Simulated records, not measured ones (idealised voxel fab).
Process module heading - voxel self aligned vias
The figure presents cross-section cut, which has a width of 300 nm and is divided into square cells with an edge length of 5 nm.
Cross-section = grid of square cells, listed top down in bands; band = one or more rows.
Band entry format. Leading values: height of top, height of bottom, nm. Remainder: materials in left-to-right order, each with its width in nm. Special words: "everywhere" on a single material, which then fills the band edge to edge; "empty", empty space.
Heights are measured from 0, the level below which the as-received wafer is all one material; the lowest band has no bottom and continues downward, written as in "0 -> down".
Think of "30..40" as a width that walks from the first number to the second as you go down the band, top row to bottom row, taking equal-sized steps from row to row.
You'll sometimes find "remained unchanged" written for a step, and that's the way of saying that nowhere in the cross-section did a cell change during that step.
In the "Enclosed void entries" entry, you get each enclosed empty space of 8 cells or more, one with no open way to the top, written width x height at distance, distance from the left edge, in nm.
That trailing text on a step's line, after the settings, is the simulator's own remark on the step.
A step's line can hold "overlay nm"; with a mask on that step, the setting says how far right of the planned place the mask lay, while a negative setting says it lay to the left.

### The steps planned for the process are as follows
1. RECEIVE: material Si
2. CONFORMAL_DEP: material SiO2, thk nm 10
3. CONFORMAL_DEP: material SiCN, thk nm 5
4. DIRECTIONAL_DEP: material SiO2, thk nm 25
5. DIRECTIONAL_DEP: material aC, thk nm 15
6. PATTERN: tone open, mask id LINES, material resist, width nm 30, pitch nm 60, thk nm 30, overlay nm 0
7. DIRECTIONAL_ETCH: etch materials aC, depth nm 15
8. STRIP: etch materials resist
9. DIRECTIONAL_ETCH: etch materials SiO2, depth nm 25
10. STRIP: etch materials aC
11. CONFORMAL_DEP: material TiN, thk nm 5
12. FILL_DEP: material W, thk nm 5
13. CMP: height nm 40
14. SELECTIVE_ETCH: etch materials W Ru TiN, depth nm 10
15. FILL_DEP: material SiN, thk nm 10
16. CMP: height nm 40
17. DIRECTIONAL_DEP: material SiO2, thk nm 20
18. MASKED_ETCH: tone open, mask id VIAS, width nm 40, pitch nm 120, etch materials SiO2, depth nm 20, overlay nm 0
19. MASKED_ETCH: tone open, mask id VIAS, width nm 40, pitch nm 120, etch materials SiN, depth nm 10, overlay nm 0
20. CONFORMAL_DEP: material TiN, thk nm 5
21. FILL_DEP: material W, thk nm 5
22. CMP: height nm 60
23. CONFORMAL_DEP: material SiN, thk nm 5

### as received, after step 1
  0 -> down: Si everywhere
  Enclosed void entries: none

### Cross-section, end of module. Start: as above. Plan: as above. Execution: one mistake
  65 -> 60: SiN everywhere
  60 -> 45: SiO2 (70) / TiN (5) / W (30) / TiN (5) / SiO2 (80) / TiN (5) / W (30) / TiN (5) / SiO2 (70)
  45 -> 40: SiO2 (70) / TiN (10) / W (20) / TiN (10) / SiO2 (80) / TiN (10) / W (20) / TiN (10) / SiO2 (70)
  40 -> 35: SiO2 (75) / TiN (5) / W (20) / TiN (5) / SiO2 (30) / SiN (30) / SiO2 (30) / TiN (5) / W (20) / TiN (5) / SiO2 (75)
  35 -> 30: SiO2 (75) / TiN (30) / SiO2 (30) / SiN (30) / SiO2 (30) / TiN (30) / SiO2 (75)
  30 -> 20: SiO2 (75) / TiN (5) / W (20) / TiN (5) / SiO2 (30) / TiN (5) / W (20) / TiN (5) / SiO2 (30) / TiN (5) / W (20) / TiN (5) / SiO2 (75)
  20 -> 15: SiO2 (75) / TiN (30) / SiO2 (30) / TiN (30) / SiO2 (30) / TiN (30) / SiO2 (75)
  15 -> 0: SiO2 everywhere
  0 -> down: Si everywhere
  Enclosed void entries: none
The mistake made against the process plan was this: for step 3, the planned setting was not used; the step was instead run as CONFORMAL_DEP: material SiO2, thk nm 5
